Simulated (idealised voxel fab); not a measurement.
process module | voxel released beams
cross-section cut | 240 nm wide | cells 5 nm
A cross-section is a grid of square cells, given in bands from the top down. A band is one or more rows of cells.
Each band's line starts with the height of the band's top and of its bottom, in nm. Then come its materials from left to right, each with its width in nm. One material with "throughout" fills the band from edge to edge. "air" is empty space.
Height 0 is the level under which the wafer as received is all one material. The lowest band goes on downwards, as in "0 down".
A width such as "30 to 40" changes by the same amount from each row of cells to the next, from the band's top row to its bottom row.
"no change" after a step means that no cell of the cross-section changed.
closed voids: empty space of 8 cells or more with no open way to the top, each as width x height at its distance from the left edge, in nm
after a step's settings: what the simulator itself notes on the step
overlay nm, on a step with a mask: how far to the right of its planned place the mask lay; to the left if negative
plan
1 op RECEIVE | material Si
2 op CONFORMAL_DEP | material Al2O3 | thk nm 5
3 op DIRECTIONAL_DEP | material SiO2 | thk nm 20
4 op DIRECTIONAL_DEP | material aC | thk nm 15
5 op PATTERN | tone open | mask id ANCHOR | material resist | width nm 45 | thk nm 35 | overlay nm 0
6 op DIRECTIONAL_ETCH | etch materials aC | depth nm 15
7 op STRIP | etch materials resist
8 op DIRECTIONAL_ETCH | etch materials SiO2 | depth nm 10
9 op STRIP | etch materials aC
10 op CONFORMAL_DEP | material polySi | thk nm 15
11 op MASKED_ETCH | tone cover | mask id BEAM | width nm 100 | etch materials polySi | depth nm 15 | overlay nm 0
12 op STRIP | etch materials SiO2
varied across the wafers: depth nm of step 8. The plan shows the first wafer's value. All wafers start alike
first wafer as received, after step 1
  0 down: Si throughout
  closed voids: none
first wafer at the end, after step 12
  5 to 0: Al2O3 throughout
  0 down: Si throughout
  closed voids: none
last wafer at the end
  40 to 25: air 65 | polySi 20 | air 15 | polySi 65 | air 75
  25 to 20: air 70 | polySi 15 | air 15 | polySi 15 | air 125
  20 to 5: air 70 | polySi 45 | air 125
  5 to 0: Al2O3 throughout
  0 down: Si throughout
  closed voids: none
each wafer at the end: cells of each material gained (+) or lost (-) since it was received, then its closed voids
depth nm 10 | +48 Al2O3 | closed voids: none
depth nm 15 | +48 Al2O3 | closed voids: none
depth nm 20 | +48 Al2O3 | +84 polySi | closed voids: none
depth nm 25 | +48 Al2O3 | +84 polySi | closed voids: none
depth nm 30 | +48 Al2O3 | +84 polySi | closed voids: none
depth nm 35 | +48 Al2O3 | +84 polySi | closed voids: none
